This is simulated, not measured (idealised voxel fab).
Process module heading - voxel ribs on slabs
In the cross-section labelled cut, the width is 265 nm and each square cell is 5 nm.
Format of a cross-section: grid, square cells. Given as bands. Order: top down. Band: one or more rows of cells. First you get the band's top height and its bottom height, in nm, and then the materials it's made of, left to right, with each width in nm. If you see a single material with "edge to edge", that one covers the band edge to edge. "air" is empty space. Beneath 0, the wafer as received is one material, and that level is where height counting begins. The lowest band goes on downward without a bottom; it is written like "0..down". Think of "30..40" as a width that walks from the first number to the second as you go down the band, top row to bottom row, taking equal-sized steps from row to row. "nothing different", as given for a step, is the statement that not any cell of the cross-section underwent a change during that step. What "Closed cavity list" gives you is every empty space of 8 cells or more that is cut off from the top. Each appears as width x height at distance, with the distance taken from the left edge and width, height and distance all in nm. Step line, after settings: the simulator's comment on this step. overlay nm: where the mask lay relative to plan, measured to the right, on steps with a mask; negatives go left.
Process steps foreseen in the plan:
1. RECEIVE | material Si
2. DIRECTIONAL_DEP | material SiO2 | thk nm 20
3. DIRECTIONAL_DEP | material polySi | thk nm 20
4. PATTERN | tone cover | mask id RIB | material resist | width nm 30 | thk nm 15 | overlay nm 0
5. DIRECTIONAL_ETCH | etch materials polySi | depth nm 5
6. STRIP | etch materials resist
7. PATTERN | tone cover | mask id SLAB | material resist | width nm 90 | thk nm 20 | overlay nm 0
8. DIRECTIONAL_ETCH | etch materials polySi | depth nm 15
9. STRIP | etch materials resist
10. FILL_DEP | material SiO2 | thk nm 30
11. CMP | height nm 60
12. DIRECTIONAL_DEP | material TiN | thk nm 10
13. PATTERN | tone cover | mask id HEATER | material resist | width nm 40 | thk nm 15 | overlay nm 0
14. DIRECTIONAL_ETCH | etch materials TiN | depth nm 10
15. STRIP | etch materials resist
16. CONFORMAL_DEP | material SiN | thk nm 5
First wafer, two in total, run as planned:
Step 1 complete: cross-section of the wafer as received:
* 0..down: Si edge to edge
* Closed cavity list: none
So this is the wafer cross-section right after step 2:
* 20..0: SiO2 edge to edge
* Nothing below the height 0 has changed.
So this is the wafer cross-section right after step 3:
* 40..20: polySi edge to edge
* Nothing below the height 20 has changed.
So this is the wafer cross-section right after step 4:
* 55..40: air: 115, then resist: 30, then air: 120
* Nothing below the height 40 has changed.
So this is the wafer cross-section right after step 5:
* 55..40: air: 115, then resist: 30, then air: 120
* 40..35: air: 115, then polySi: 30, then air: 120
* Nothing below the height 35 has changed.
So this is the wafer cross-section right after step 6:
* 40..35: air: 115, then polySi: 30, then air: 120
* Nothing below the height 35 has changed.
So this is the wafer cross-section right after step 7:
* 60..40: air: 85, then resist: 90, then air: 90
* 40..35: air: 85, then resist: 30, then polySi: 30, then resist: 30, then air: 90
* Nothing below the height 35 has changed.
So this is the wafer cross-section right after step 8:
* 60..40: air: 85, then resist: 90, then air: 90
* 40..35: air: 85, then resist: 30, then polySi: 30, then resist: 30, then air: 90
* 35..20: air: 85, then polySi: 90, then air: 90
* Nothing below the height 20 has changed.
So this is the wafer cross-section right after step 9:
* 40..35: air: 115, then polySi: 30, then air: 120
* Nothing below the height 35 has changed.
So this is the wafer cross-section right after step 10:
* 70..40: SiO2 edge to edge
* 40..35: SiO2: 115, then polySi: 30, then SiO2: 120
* 35..20: SiO2: 85, then polySi: 90, then SiO2: 90
* Nothing below the height 20 has changed.
So this is the wafer cross-section right after step 11:
* 60..40: SiO2 edge to edge
* Nothing below the height 40 has changed.
So this is the wafer cross-section right after step 12:
* 70..60: TiN edge to edge
* Nothing below the height 60 has changed.
So this is the wafer cross-section right after step 13:
* 85..70: air: 110, then resist: 40, then air: 115
* Nothing below the height 70 has changed.
So this is the wafer cross-section right after step 14:
* 85..70: air: 110, then resist: 40, then air: 115
* 70..60: air: 110, then TiN: 40, then air: 115
* Nothing below the height 60 has changed.
So this is the wafer cross-section right after step 15:
* 70..60: air: 110, then TiN: 40, then air: 115
* Nothing below the height 60 has changed.
So this is the wafer cross-section right after step 16:
* 75..70: air: 105, then SiN: 50, then air: 110
* 70..65: air: 105, then SiN: 5, then TiN: 40, then SiN: 5, then air: 110
* 65..60: SiN: 110, then TiN: 40, then SiN: 115
* Nothing below the height 60 has changed.
Second wafer, same starting conditions and recipe as the first, one mistake in executing it, nothing differs from the first up to and including step 2:
Here is the second wafer in cross-section at the point where step 3 of the plan should have been done:
* 60..20: polySi edge to edge
* Nothing below the height 20 has changed.
Here is the second wafer in cross-section at the point where step 4 of the plan should have been done:
* 75..60: air: 115, then resist: 30, then air: 120
* Nothing below the height 60 has changed.
Here is the second wafer in cross-section at the point where step 5 of the plan should have been done:
* 75..60: air: 115, then resist: 30, then air: 120
* 60..55: air: 115, then polySi: 30, then air: 120
* Nothing below the height 55 has changed.
Here is the second wafer in cross-section at the point where step 6 of the plan should have been done:
* 60..55: air: 115, then polySi: 30, then air: 120
* Nothing below the height 55 has changed.
Here is the second wafer in cross-section at the point where step 7 of the plan should have been done:
* 80..60: air: 85, then resist: 90, then air: 90
* 60..55: air: 85, then resist: 30, then polySi: 30, then resist: 30, then air: 90
* Nothing below the height 55 has changed.
Here is the second wafer in cross-section at the point where step 8 of the plan should have been done:
* 80..60: air: 85, then resist: 90, then air: 90
* 60..55: air: 85, then resist: 30, then polySi: 30, then resist: 30, then air: 90
* 55..40: air: 85, then polySi: 90, then air: 90
* Nothing below the height 40 has changed.
Here is the second wafer in cross-section at the point where step 9 of the plan should have been done:
* 60..55: air: 115, then polySi: 30, then air: 120
* Nothing below the height 55 has changed.
Here is the second wafer in cross-section at the point where step 10 of the plan should have been done:
* 90..60: SiO2 edge to edge
* 60..55: SiO2: 115, then polySi: 30, then SiO2: 120
* 55..40: SiO2: 85, then polySi: 90, then SiO2: 90
* Nothing below the height 40 has changed.
Here is the second wafer in cross-section at the point where step 11 of the plan should have been done:
* 60..55: SiO2: 115, then polySi: 30, then SiO2: 120
* Nothing below the height 55 has changed.
Here is the second wafer in cross-section at the point where step 12 of the plan should have been done:
* 70..60: TiN edge to edge
* Nothing below the height 60 has changed.
Here is the second wafer in cross-section at the point where step 13 of the plan should have been done:
* 85..70: air: 110, then resist: 40, then air: 115
* Nothing below the height 70 has changed.
Here is the second wafer in cross-section at the point where step 14 of the plan should have been done:
* 85..70: air: 110, then resist: 40, then air: 115
* 70..60: air: 110, then TiN: 40, then air: 115
* Nothing below the height 60 has changed.
Here is the second wafer in cross-section at the point where step 15 of the plan should have been done:
* 70..60: air: 110, then TiN: 40, then air: 115
* Nothing below the height 60 has changed.
Here is the second wafer in cross-section at the point where step 16 of the plan should have been done:
* 75..70: air: 105, then SiN: 50, then air: 110
* 70..65: air: 105, then SiN: 5, then TiN: 40, then SiN: 5, then air: 110
* 65..60: SiN: 110, then TiN: 40, then SiN: 115
* Nothing below the height 60 has changed.
Heads up, the wafer didn't run the way we planned it: step 3, plan: ran twice
The closing comparison, in cells, has the second wafer with more or fewer of some materials than the first: -212 SiO2; +212 polySi
